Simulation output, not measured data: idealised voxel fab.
Process module, titled voxel ribs on slabs
Square cells of 5 nm make up the cross-section cut, whose width is 235 nm.
Square cells in a grid make up a cross-section in this document, and the grid is given as bands, listed from the top down, each one or more rows of cells. Heights first: top, then bottom, in nm. Then materials, left to right, each with a width in nm. "everywhere" on a single material: fills the band edge to edge. "air": empty space. Ref level 0: as-received wafer is one material below here. Bottom band extends down with no lower bound ("0 and below"). The width entry "30->40" should be interpreted row by row: the top row of cells in the band takes the first number, the bottom row takes the second number, and the change between adjacent rows is uniform throughout. You'll sometimes find "all unchanged" written for a step, and that's the way of saying that nowhere in the cross-section did a cell change during that step. Closed void roster: empty space of 8 cells or more with no open way to the top, each as width x height at its distance from the left edge, in nm. It should be noted that, on the line of a given step, the content following the step's settings is a remark produced by the simulator itself with respect to that step. The line of a step may include "overlay nm". On a step with a mask, this value is how far to the right of its planned place the mask lay. A negative value means the mask lay to the left.

### Steps planned for the process
step 1: RECEIVE (material Si)
step 2: DIRECTIONAL_DEP (material SiO2; thk nm 20)
step 3: DIRECTIONAL_DEP (material SiN; thk nm 25)
step 4: DIRECTIONAL_DEP (material aC; thk nm 15)
step 5: PATTERN (tone cover; mask id RIB; material resist; width nm 30; thk nm 35; overlay nm 0)
step 6: DIRECTIONAL_ETCH (etch materials aC; depth nm 15)
step 7: STRIP (etch materials resist)
step 8: DIRECTIONAL_ETCH (etch materials SiN; depth nm 5)
step 9: STRIP (etch materials aC)
step 10: MASKED_ETCH (tone cover; mask id SLAB; width nm 60; etch materials SiN; depth nm 20; overlay nm 0)
step 11: FILL_DEP (material SiO2; thk nm 15)
step 12: CMP (height nm 55)
step 13: DIRECTIONAL_DEP (material TiN; thk nm 5)
step 14: PATTERN (tone cover; mask id HEATER; material resist; width nm 40; thk nm 20; overlay nm 0)
step 15: DIRECTIONAL_ETCH (etch materials TiN; depth nm 5)
step 16: STRIP (etch materials resist)
step 17: CONFORMAL_DEP (material SiN; thk nm 5)

### Wafer, first of two, run as planned

### Wafer as received: cross-section following step 1
* 0 and below  Si everywhere
* Closed void roster: none

### The wafer in cross-section once step 2 is complete
* 20 down to 0  SiO2 everywhere
* below 0: unchanged

### The wafer in cross-section once step 3 is complete
* 45 down to 20  SiN everywhere
* below 20: unchanged

### The wafer in cross-section once step 4 is complete
* 60 down to 45  aC everywhere
* below 45: unchanged

### The wafer in cross-section once step 5 is complete
* 95 down to 60  100 nm air, 30 nm resist, 105 nm air
* below 60: unchanged

### The wafer in cross-section once step 6 is complete
* 80 down to 60  100 nm air, 30 nm resist, 105 nm air
* 60 down to 45  100 nm air, 30 nm aC, 105 nm air
* below 45: unchanged

### The wafer in cross-section once step 7 is complete
* 60 down to 45  100 nm air, 30 nm aC, 105 nm air
* below 45: unchanged

### The wafer in cross-section once step 8 is complete
* 60 down to 45  100 nm air, 30 nm aC, 105 nm air
* 45 down to 40  100 nm air, 30 nm SiN, 105 nm air
* below 40: unchanged

### The wafer in cross-section once step 9 is complete
* 45 down to 40  100 nm air, 30 nm SiN, 105 nm air
* below 40: unchanged

### The wafer in cross-section once step 10 is complete
* 45 down to 40  100 nm air, 30 nm SiN, 105 nm air
* 40 down to 20  85 nm air, 60 nm SiN, 90 nm air
* below 20: unchanged

### The wafer in cross-section once step 11 is complete
* 60 down to 45  SiO2 everywhere
* 45 down to 40  100 nm SiO2, 30 nm SiN, 105 nm SiO2
* 40 down to 20  85 nm SiO2, 60 nm SiN, 90 nm SiO2
* below 20: unchanged

### The wafer in cross-section once step 12 is complete
* 55 down to 45  SiO2 everywhere
* below 45: unchanged

### The wafer in cross-section once step 13 is complete
* 60 down to 55  TiN everywhere
* below 55: unchanged

### The wafer in cross-section once step 14 is complete
* 80 down to 60  95 nm air, 40 nm resist, 100 nm air
* below 60: unchanged

### The wafer in cross-section once step 15 is complete
* 80 down to 60  95 nm air, 40 nm resist, 100 nm air
* 60 down to 55  95 nm air, 40 nm TiN, 100 nm air
* below 55: unchanged

### The wafer in cross-section once step 16 is complete
* 60 down to 55  95 nm air, 40 nm TiN, 100 nm air
* below 55: unchanged

### The wafer in cross-section once step 17 is complete
* 65 down to 60  90 nm air, 50 nm SiN, 95 nm air
* 60 down to 55  95 nm SiN, 40 nm TiN, 100 nm SiN
* below 55: unchanged

### The Second Wafer: Common Origin and Plan, One Mistake in Execution, Identical to the First Through Step 1

### Second wafer cross-section, taken as of the time the plan sets for step 2 to be done
* 20 down to 0  SiN everywhere
* below 0: unchanged

### Second wafer cross-section, taken as of the time the plan sets for step 3 to be done
* 45 down to 0  SiN everywhere
* below 0: unchanged

### Second wafer cross-section, taken as of the time the plan sets for step 4 to be done
* 60 down to 45  aC everywhere
* below 45: unchanged

### Second wafer cross-section, taken as of the time the plan sets for step 5 to be done
* 95 down to 60  100 nm air, 30 nm resist, 105 nm air
* below 60: unchanged

### Second wafer cross-section, taken as of the time the plan sets for step 6 to be done
* 80 down to 60  100 nm air, 30 nm resist, 105 nm air
* 60 down to 45  100 nm air, 30 nm aC, 105 nm air
* below 45: unchanged

### Second wafer cross-section, taken as of the time the plan sets for step 7 to be done
* 60 down to 45  100 nm air, 30 nm aC, 105 nm air
* below 45: unchanged

### Second wafer cross-section, taken as of the time the plan sets for step 8 to be done
* 60 down to 45  100 nm air, 30 nm aC, 105 nm air
* 45 down to 40  100 nm air, 30 nm SiN, 105 nm air
* below 40: unchanged

### Second wafer cross-section, taken as of the time the plan sets for step 9 to be done
* 45 down to 40  100 nm air, 30 nm SiN, 105 nm air
* below 40: unchanged

### Second wafer cross-section, taken as of the time the plan sets for step 10 to be done
* 45 down to 40  100 nm air, 30 nm SiN, 105 nm air
* 40 down to 20  85 nm air, 60 nm SiN, 90 nm air
* below 20: unchanged

### Second wafer cross-section, taken as of the time the plan sets for step 11 to be done
* 60 down to 45  SiO2 everywhere
* 45 down to 40  100 nm SiO2, 30 nm SiN, 105 nm SiO2
* 40 down to 20  85 nm SiO2, 60 nm SiN, 90 nm SiO2
* below 20: unchanged

### Second wafer cross-section, taken as of the time the plan sets for step 12 to be done
* 55 down to 45  SiO2 everywhere
* below 45: unchanged

### Second wafer cross-section, taken as of the time the plan sets for step 13 to be done
* 60 down to 55  TiN everywhere
* below 55: unchanged

### Second wafer cross-section, taken as of the time the plan sets for step 14 to be done
* 80 down to 60  95 nm air, 40 nm resist, 100 nm air
* below 60: unchanged

### Second wafer cross-section, taken as of the time the plan sets for step 15 to be done
* 80 down to 60  95 nm air, 40 nm resist, 100 nm air
* 60 down to 55  95 nm air, 40 nm TiN, 100 nm air
* below 55: unchanged

### Second wafer cross-section, taken as of the time the plan sets for step 16 to be done
* 60 down to 55  95 nm air, 40 nm TiN, 100 nm air
* below 55: unchanged

### Second wafer cross-section, taken as of the time the plan sets for step 17 to be done
* 65 down to 60  90 nm air, 50 nm SiN, 95 nm air
* 60 down to 55  95 nm SiN, 40 nm TiN, 100 nm SiN
* below 55: unchanged
What broke from the plan during processing? step 2 did not use the planned setting and instead ran as DIRECTIONAL_DEP (material SiN; thk nm 20)
Bottom line after processing is that, in cells, the second wafer is up or down on some materials versus the first: 188 more of SiN; 188 fewer of SiO2
